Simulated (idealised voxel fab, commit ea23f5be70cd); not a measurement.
The process module that follows is named voxel gate over fins.
Xsec cut, 235 nm wide, square cell size 5 nm.
In what follows, cross-sections appear as grids of square cells, described through bands that run from the top down, where every band is one or more rows of cells.
The entry gives the band's vertical extent as a top height and a bottom height in nm, then its horizontal make-up as materials from left to right, each with a width in nm. "empty" stands for empty space; a single material marked "full width" fills the band edge to edge.
The reference from which all heights are counted is 0, the level beneath which the as-received wafer is entirely one material; the lowest band, having no lower bound, proceeds downward and is written after the example "0 -> down".
Think of "30..40" as a width that walks from the first number to the second as you go down the band, top row to bottom row, taking equal-sized steps from row to row.
You'll sometimes find "nothing changed" written for a step, and that's the way of saying that nowhere in the cross-section did a cell change during that step.
"Closed void entries" - sealed voids, min. 8 cells, no opening to top; format: width x height at distance (distance from left edge; nm throughout).
Formally, on a step line, whatever follows the settings is a remark that the simulator itself makes on the step.
A step line may carry the setting "overlay nm", which, for steps involving a mask, states the distance by which the mask lay to the right of its intended position; negative values denote displacement to the left.
The steps planned for the process are as follows:
1: RECEIVE [material Si]
2: CONFORMAL_DEP [material SiN] [thk nm 10]
3: DIRECTIONAL_DEP [material aC] [thk nm 15]
4: PATTERN [tone cover] [mask id FINS] [material resist] [width nm 15] [pitch nm 45] [thk nm 35] [overlay nm 0]
5: DIRECTIONAL_ETCH [etch materials aC] [depth nm 15]
6: STRIP [etch materials resist]
7: DIRECTIONAL_ETCH [etch materials SiN] [depth nm 10]
8: DIRECTIONAL_ETCH [etch materials Si] [depth nm 40]
9: STRIP [etch materials aC]
10: OXIDIZE [depth nm 5]
11: FILL_DEP [material SiO2] [thk nm 5]
12: CMP [height nm 10]
13: SELECTIVE_ETCH [etch materials SiO2] [depth nm 20]
14: STRIP [etch materials SiN]
15: CONFORMAL_DEP [material HfO2] [thk nm 5]
16: CONFORMAL_DEP [material TiN] [thk nm 5]
17: FILL_DEP [material W] [thk nm 10]
18: CMP [height nm 15]
19: CONFORMAL_DEP [material SiN] [thk nm 10]
First of two wafers - as planned:
Wafer at receipt (post step 1), cross-section:
0 -> down | Si full width
Closed void entries: none
The wafer in cross-section once step 2 is complete:
10 -> 0 | SiN full width
All layers under 0 are left as they were.
The wafer in cross-section once step 3 is complete:
25 -> 10 | aC full width
All layers under 10 are left as they were.
The wafer in cross-section once step 4 is complete:
60 -> 25 | 85 of empty / 15 of resist / 30 of empty / 15 of resist / 90 of empty
All layers under 25 are left as they were.
The wafer in cross-section once step 5 is complete:
45 -> 25 | 85 of empty / 15 of resist / 30 of empty / 15 of resist / 90 of empty
25 -> 10 | 85 of empty / 15 of aC / 30 of empty / 15 of aC / 90 of empty
All layers under 10 are left as they were.
The wafer in cross-section once step 6 is complete:
25 -> 10 | 85 of empty / 15 of aC / 30 of empty / 15 of aC / 90 of empty
All layers under 10 are left as they were.
The wafer in cross-section once step 7 is complete:
25 -> 10 | 85 of empty / 15 of aC / 30 of empty / 15 of aC / 90 of empty
10 -> 0 | 85 of empty / 15 of SiN / 30 of empty / 15 of SiN / 90 of empty
All layers under 0 are left as they were.
The wafer in cross-section once step 8 is complete:
25 -> 10 | 85 of empty / 15 of aC / 30 of empty / 15 of aC / 90 of empty
10 -> 0 | 85 of empty / 15 of SiN / 30 of empty / 15 of SiN / 90 of empty
0 -> -40 | 85 of empty / 15 of Si / 30 of empty / 15 of Si / 90 of empty
All layers under -40 are left as they were.
The wafer in cross-section once step 9 is complete:
10 -> 0 | 85 of empty / 15 of SiN / 30 of empty / 15 of SiN / 90 of empty
All layers under 0 are left as they were.
The wafer in cross-section once step 10 is complete:
10 -> 0 | 85 of empty / 15 of SiN / 30 of empty / 15 of SiN / 90 of empty
0 -> -40 | 85 of empty / 5 of SiO2 / 5 of Si / 5 of SiO2 / 30 of empty / 5 of SiO2 / 5 of Si / 5 of SiO2 / 90 of empty
-40 -> -45 | 90 of SiO2 / 5 of Si / 40 of SiO2 / 5 of Si / 95 of SiO2
All layers under -45 are left as they were.
The wafer in cross-section once step 11 is complete:
15 -> 10 | SiO2 full width
10 -> 0 | 85 of SiO2 / 15 of SiN / 30 of SiO2 / 15 of SiN / 90 of SiO2
0 -> -45 | 90 of SiO2 / 5 of Si / 40 of SiO2 / 5 of Si / 95 of SiO2
All layers under -45 are left as they were.
The wafer in cross-section once step 12 is complete:
10 -> 0 | 85 of SiO2 / 15 of SiN / 30 of SiO2 / 15 of SiN / 90 of SiO2
All layers under 0 are left as they were.
The wafer in cross-section once step 13 is complete:
10 -> 0 | 85 of empty / 15 of SiN / 30 of empty / 15 of SiN / 90 of empty
0 -> -10 | 90 of empty / 5 of Si / 40 of empty / 5 of Si / 95 of empty
All layers under -10 are left as they were.
The wafer in cross-section once step 14 is complete:
0 -> -10 | 90 of empty / 5 of Si / 40 of empty / 5 of Si / 95 of empty
All layers under -10 are left as they were.
The wafer in cross-section once step 15 is complete:
5 -> 0 | 85 of empty / 15 of HfO2 / 30 of empty / 15 of HfO2 / 90 of empty
0 -> -5 | 85 of empty / 5 of HfO2 / 5 of Si / 5 of HfO2 / 30 of empty / 5 of HfO2 / 5 of Si / 5 of HfO2 / 90 of empty
-5 -> -10 | 90 of HfO2 / 5 of Si / 40 of HfO2 / 5 of Si / 95 of HfO2
All layers under -10 are left as they were.
The wafer in cross-section once step 16 is complete:
10 -> 5 | 80 of empty / 25 of TiN / 20 of empty / 25 of TiN / 85 of empty
5 -> 0 | 80 of empty / 5 of TiN / 15 of HfO2 / 5 of TiN / 20 of empty / 5 of TiN / 15 of HfO2 / 5 of TiN / 85 of empty
0 -> -5 | 85 of TiN / 5 of HfO2 / 5 of Si / 5 of HfO2 / 30 of TiN / 5 of HfO2 / 5 of Si / 5 of HfO2 / 90 of TiN
All layers under -5 are left as they were.
The wafer in cross-section once step 17 is complete:
20 -> 10 | W full width
10 -> 5 | 80 of W / 25 of TiN / 20 of W / 25 of TiN / 85 of W
5 -> 0 | 80 of W / 5 of TiN / 15 of HfO2 / 5 of TiN / 20 of W / 5 of TiN / 15 of HfO2 / 5 of TiN / 85 of W
All layers under 0 are left as they were.
The wafer in cross-section once step 18 is complete:
15 -> 10 | W full width
All layers under 10 are left as they were.
The wafer in cross-section once step 19 is complete:
25 -> 15 | SiN full width
All layers under 15 are left as they were.
Second wafer - shared start and plan with the first - one error in running - same as the first up to step 14 inclusive:
Second wafer, section view, time point: scheduled end of step 15: nothing changed
Second wafer, section view, time point: scheduled end of step 16:
5 -> 0 | 85 of empty / 15 of TiN / 30 of empty / 15 of TiN / 90 of empty
0 -> -5 | 85 of empty / 5 of TiN / 5 of Si / 5 of TiN / 30 of empty / 5 of TiN / 5 of Si / 5 of TiN / 90 of empty
-5 -> -10 | 90 of TiN / 5 of Si / 40 of TiN / 5 of Si / 95 of TiN
All layers under -10 are left as they were.
Second wafer, section view, time point: scheduled end of step 17:
15 -> 5 | W full width
5 -> 0 | 85 of W / 15 of TiN / 30 of W / 15 of TiN / 90 of W
0 -> -5 | 85 of W / 5 of TiN / 5 of Si / 5 of TiN / 30 of W / 5 of TiN / 5 of Si / 5 of TiN / 90 of W
All layers under -5 are left as they were.
Second wafer, section view, time point: scheduled end of step 18: nothing changed
Second wafer, section view, time point: scheduled end of step 19:
25 -> 15 | SiN full width
All layers under 15 are left as they were.
Run error: yeah, step 15 of the plan got skipped, never ran
Wafer comparison, final, in cells, second relative to first, materials more or fewer: HfO2 -55; W +55
